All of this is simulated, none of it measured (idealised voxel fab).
process module | voxel ribs on slabs
Cross-section cut: width 290 nm, square cells of 5 nm.
Each cross-section below is a grid of square cells, stated as bands in top-down order, with one or more rows of cells making up each band. Band entry format. Leading values: height of top, height of bottom, nm. Remainder: materials in left-to-right order, each with its width in nm. Special words: "edge to edge" on a single material, which then fills the band edge to edge; "blank", empty space. Below 0: as-received wafer, all one material; heights counted from there. Lowest band: no bottom, goes on down, written "0 -> down". Read "30 to 40" as a graded width: first number on top, second number at the bottom, same change between each pair of neighbouring rows. A step reported as "no alterations made" is a step in which no cell of the cross-section changed. Enclosed internal cavities: empty space of 8 cells or more with no open way to the top, each as width x height at its distance from the left edge, in nm. That trailing text on a step's line, after the settings, is the simulator's own remark on the step. overlay nm, on a step with a mask: how far to the right of its planned place the mask lay; to the left if negative.

-- Process steps foreseen in the plan
1,RECEIVE with material Si
2,DIRECTIONAL_DEP with material SiO2, thk nm 25
3,DIRECTIONAL_DEP with material polySi, thk nm 25
4,PATTERN with tone cover, mask id RIB, material resist, width nm 30, thk nm 20, overlay nm 0
5,DIRECTIONAL_ETCH with etch materials polySi, depth nm 10
6,STRIP with etch materials resist
7,MASKED_ETCH with tone cover, mask id SLAB, width nm 90, etch materials polySi, depth nm 15, overlay nm 0
8,FILL_DEP with material SiO2, thk nm 25
9,CMP with height nm 70
10,DIRECTIONAL_DEP with material TiN, thk nm 5
11,MASKED_ETCH with tone cover, mask id HEATER, width nm 40, etch materials TiN, depth nm 5, overlay nm 0
12,CONFORMAL_DEP with material SiO2, thk nm 5

-- first wafer, as planned

-- Cross-section, incoming material, after step 1
	0 -> down = Si edge to edge
	Enclosed internal cavities: none

-- The wafer in cross-section once step 2 is complete
	25 -> 0 = SiO2 edge to edge
	Everything below 0 is unchanged.

-- The wafer in cross-section once step 3 is complete
	50 -> 25 = polySi edge to edge
	Everything below 25 is unchanged.

-- The wafer in cross-section once step 4 is complete
	70 -> 50 = blank=130, then resist=30, then blank=130
	Everything below 50 is unchanged.

-- The wafer in cross-section once step 5 is complete
	70 -> 50 = blank=130, then resist=30, then blank=130
	50 -> 40 = blank=130, then polySi=30, then blank=130
	Everything below 40 is unchanged.

-- The wafer in cross-section once step 6 is complete
	50 -> 40 = blank=130, then polySi=30, then blank=130
	Everything below 40 is unchanged.

-- The wafer in cross-section once step 7 is complete
	50 -> 40 = blank=130, then polySi=30, then blank=130
	40 -> 25 = blank=100, then polySi=90, then blank=100
	Everything below 25 is unchanged.

-- The wafer in cross-section once step 8 is complete
	75 -> 50 = SiO2 edge to edge
	50 -> 40 = SiO2=130, then polySi=30, then SiO2=130
	40 -> 25 = SiO2=100, then polySi=90, then SiO2=100
	Everything below 25 is unchanged.

-- The wafer in cross-section once step 9 is complete
	70 -> 50 = SiO2 edge to edge
	Everything below 50 is unchanged.

-- The wafer in cross-section once step 10 is complete
	75 -> 70 = TiN edge to edge
	Everything below 70 is unchanged.

-- The wafer in cross-section once step 11 is complete
	75 -> 70 = blank=125, then TiN=40, then blank=125
	Everything below 70 is unchanged.

-- The wafer in cross-section once step 12 is complete
	80 -> 75 = blank=120, then SiO2=50, then blank=120
	75 -> 70 = SiO2=125, then TiN=40, then SiO2=125
	Everything below 70 is unchanged.

-- What follows concerns the second wafer, which started out like the first and was meant to follow the very same plan; one mistake crept in when it was run, but everything up to and including step 6 is the same as for the first wafer

-- Cross-section of the second wafer corresponding to the planned conclusion of step 7
	50 -> 40 = blank=130, then polySi=30, then blank=130
	40 -> 30 = blank=100, then polySi=90, then blank=100
	Everything below 30 is unchanged.

-- Cross-section of the second wafer corresponding to the planned conclusion of step 8
	75 -> 50 = SiO2 edge to edge
	50 -> 40 = SiO2=130, then polySi=30, then SiO2=130
	40 -> 30 = SiO2=100, then polySi=90, then SiO2=100
	Everything below 30 is unchanged.

-- Cross-section of the second wafer corresponding to the planned conclusion of step 9
	70 -> 50 = SiO2 edge to edge
	Everything below 50 is unchanged.

-- Cross-section of the second wafer corresponding to the planned conclusion of step 10
	75 -> 70 = TiN edge to edge
	Everything below 70 is unchanged.

-- Cross-section of the second wafer corresponding to the planned conclusion of step 11
	75 -> 70 = blank=125, then TiN=40, then blank=125
	Everything below 70 is unchanged.

-- Cross-section of the second wafer corresponding to the planned conclusion of step 12
	80 -> 75 = blank=120, then SiO2=50, then blank=120
	75 -> 70 = SiO2=125, then TiN=40, then SiO2=125
	Everything below 70 is unchanged.
Deviation noted in wafer processing: so step 7 ended up running with a different setting than we planned, it ran as MASKED_ETCH with tone cover, mask id SLAB, width nm 90, etch materials polySi, depth nm 10, overlay nm 0
Wrapping up, a cell-based count of both wafers puts the second over or under the first for these materials: SiO2 -40 | polySi +40
